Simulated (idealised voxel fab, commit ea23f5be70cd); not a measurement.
process module | voxel wiring stack
cross-section cut | 180 nm wide | cells 5 nm
A cross-section is a grid of square cells, given in bands from the top down. A band is one or more rows of cells.
Each band's line starts with the height of the band's top and of its bottom, in nm. Then come its materials from left to right, each with its width in nm. One material with "throughout" fills the band from edge to edge. "air" is empty space.
Height 0 is the level under which the wafer as received is all one material. The lowest band goes on downwards, as in "0 down".
A width such as "30 to 40" changes by the same amount from each row of cells to the next, from the band's top row to its bottom row.
"no change" after a step means that no cell of the cross-section changed.
closed voids: empty space of 8 cells or more with no open way to the top, each as width x height at its distance from the left edge, in nm
after a step's settings: what the simulator itself notes on the step
overlay nm, on a step with a mask: how far to the right of its planned place the mask lay; to the left if negative
plan
1 op RECEIVE | material Si
2 op CONFORMAL_DEP | material SiO2 | thk nm 10
3 op DIRECTIONAL_DEP | material TiN | thk nm 5
4 op DIRECTIONAL_DEP | material Ru | thk nm 20
5 op PATTERN | tone cover | mask id METAL_1 | material resist | width nm 30 | pitch nm 45 | thk nm 15 | overlay nm 0
6 op DIRECTIONAL_ETCH | etch materials Ru | depth nm 20
7 op DIRECTIONAL_ETCH | etch materials TiN | depth nm 5
8 op STRIP | etch materials resist
9 op FILL_DEP | material lowk | thk nm 5
10 op CMP | height nm 35
11 op CONFORMAL_DEP | material SiCN | thk nm 5
12 op DIRECTIONAL_DEP | material lowk | thk nm 15
13 op MASKED_ETCH | tone open | mask id PLUG_1 | width nm 15 | pitch nm 45 | etch materials lowk | depth nm 15 | overlay nm 0
14 op MASKED_ETCH | tone open | mask id PLUG_1 | width nm 15 | pitch nm 45 | etch materials SiCN | depth nm 5 | overlay nm 0
15 op CONFORMAL_DEP | material TiN | thk nm 5
16 op FILL_DEP | material Cu | thk nm 5
17 op CMP | height nm 45
18 op DIRECTIONAL_DEP | material TiN | thk nm 5
19 op DIRECTIONAL_DEP | material W | thk nm 25
20 op DIRECTIONAL_DEP | material aC | thk nm 15
21 op PATTERN | tone cover | mask id METAL_2 | material resist | width nm 30 | pitch nm 45 | thk nm 35 | overlay nm 0
22 op DIRECTIONAL_ETCH | etch materials aC | depth nm 15
23 op STRIP | etch materials resist
24 op DIRECTIONAL_ETCH | etch materials W | depth nm 25
25 op DIRECTIONAL_ETCH | etch materials TiN | depth nm 5
26 op STRIP | etch materials aC
27 op CONFORMAL_DEP | material SiN | thk nm 5
28 op FILL_DEP | material lowk | thk nm 10
29 op CMP | height nm 85
30 op CONFORMAL_DEP | material SiCN | thk nm 5
31 op DIRECTIONAL_DEP | material lowk | thk nm 10
32 op MASKED_ETCH | tone open | mask id PLUG_2 | width nm 15 | etch materials lowk | depth nm 10 | overlay nm 0
33 op MASKED_ETCH | tone open | mask id PLUG_2 | width nm 15 | etch materials SiCN | depth nm 5 | overlay nm 0
34 op EPI | material Ru | thk nm 10
35 op EPI | material Ru | thk nm 5
36 op DIRECTIONAL_DEP | material TiN | thk nm 5
37 op DIRECTIONAL_DEP | material W | thk nm 25
38 op MASKED_ETCH | tone cover | mask id METAL_3 | width nm 30 | pitch nm 45 | etch materials W | depth nm 25 | overlay nm 0
39 op MASKED_ETCH | tone cover | mask id METAL_3 | width nm 30 | pitch nm 45 | etch materials TiN | depth nm 5 | overlay nm 0
40 op FILL_DEP | material lowk | thk nm 5
41 op CMP | height nm 130
42 op CONFORMAL_DEP | material SiN | thk nm 5
varied across the wafers: height nm of step 17. The plan shows the first wafer's value. All wafers start alike
first wafer as received, after step 1
  0 down: Si throughout
  closed voids: none
each wafer at the end: cells of each material gained (+) or lost (-) since it was received, then its closed voids
height nm 45 | +2 Cu | +48 Ru | +63 SiCN | +96 SiN | +72 SiO2 | +46 TiN | +120 W | +525 lowk | closed voids: none
height nm 50 | +4 Cu | +48 Ru | +63 SiCN | +96 SiN | +72 SiO2 | +50 TiN | +120 W | +519 lowk | closed voids: none
height nm 55 | +6 Cu | +57 Ru | +63 SiCN | +80 SiN | +72 SiO2 | +54 TiN | +120 W | +520 lowk | closed voids: none
height nm 60 | +8 Cu | +57 Ru | +63 SiCN | +76 SiN | +72 SiO2 | +88 TiN | +108 W | +500 lowk | closed voids: none
height nm 65 | +44 Cu | +57 Ru | +63 SiCN | +72 SiN | +72 SiO2 | +88 TiN | +96 W | +480 lowk | closed voids: none
